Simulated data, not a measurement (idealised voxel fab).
Process module heading - voxel gate over fins
Cross-sectional view cut (width: 235 nm; square cell size: 5 nm).
A cross-section in this document is a grid of square cells, and it is written down as bands, the top band listed before the ones below it; a band is made up of one or more rows of cells.
A band entry consists of two parts. The first gives the height of the band's top and the height of its bottom, in nm. The rest lists the band's materials from left to right, each with its width in nm. A single material labelled with the word "edge to edge" fills the band from edge to edge, and the word "empty" marks empty space.
It should be noted that heights are counted from 0, beneath which the wafer as supplied is of one material throughout, and that the lowest band possesses no lower boundary but continues downward, as written in "0 nm and below".
Think of "30 to 40" as a width that walks from the first number to the second as you go down the band, top row to bottom row, taking equal-sized steps from row to row.
For the purposes of this document, the phrase "nothing changed" attached to a step denotes that no cell within the cross-section was modified by that step.
Closed empty spaces (no open way to the top) of 8 cells or more are what "Closed void roster" lists, each as width x height at distance from the left edge, nm for all three.
after a step's settings: what the simulator itself notes on the step
You can add "overlay nm" to a step's line. For a step with a mask, it describes how far the mask lay to the right of its planned position, and a negative number describes a lay to the left.

Here's what the planned process steps look like:
- 1: op RECEIVE | material Si
- 2: op CONFORMAL_DEP | material SiN | thk nm 10
- 3: op DIRECTIONAL_DEP | material aC | thk nm 15
- 4: op PATTERN | tone cover | mask id FINS | material resist | width nm 15 | pitch nm 45 | thk nm 35 | overlay nm 0
- 5: op DIRECTIONAL_ETCH | etch materials aC | depth nm 15
- 6: op STRIP | etch materials resist
- 7: op DIRECTIONAL_ETCH | etch materials SiN | depth nm 10
- 8: op DIRECTIONAL_ETCH | etch materials Si | depth nm 40
- 9: op STRIP | etch materials aC
- 10: op OXIDIZE | depth nm 5
- 11: op FILL_DEP | material SiO2 | thk nm 5
- 12: op CMP | height nm 10
- 13: op SELECTIVE_ETCH | etch materials SiO2 | depth nm 20
- 14: op STRIP | etch materials SiN
- 15: op CONFORMAL_DEP | material HfO2 | thk nm 5
- 16: op CONFORMAL_DEP | material TiN | thk nm 5
- 17: op FILL_DEP | material W | thk nm 10
- 18: op CMP | height nm 15
- 19: op CONFORMAL_DEP | material SiN | thk nm 10

Cross-section of the wafer upon arrival, representing the state reached after step 1:
  0 nm and below  Si edge to edge
  Closed void roster: none

Wafer cross-section at end of module: start and plan as shown above, one execution error:
  20 nm to 10 nm  SiN edge to edge
  10 nm to 5 nm  80 nm W | 25 nm TiN | 20 nm W | 25 nm TiN | 85 nm W
  5 nm to 0 nm  80 nm W | 5 nm TiN | 15 nm HfO2 | 5 nm TiN | 20 nm W | 5 nm TiN | 15 nm HfO2 | 5 nm TiN | 85 nm W
  0 nm to -5 nm  85 nm TiN | 5 nm HfO2 | 5 nm Si | 5 nm HfO2 | 30 nm TiN | 5 nm HfO2 | 5 nm Si | 5 nm HfO2 | 90 nm TiN
  -5 nm to -10 nm  90 nm HfO2 | 5 nm Si | 40 nm HfO2 | 5 nm Si | 95 nm HfO2
  -10 nm to -45 nm  90 nm SiO2 | 5 nm Si | 40 nm SiO2 | 5 nm Si | 95 nm SiO2
  -45 nm and below  Si edge to edge
  Closed void roster: none
It is concluded that the wafer was processed incorrectly with respect to the plan, in that it should be noted that step 18 was executed with settings other than those planned, the operation and settings actually applied being op CMP | height nm 10
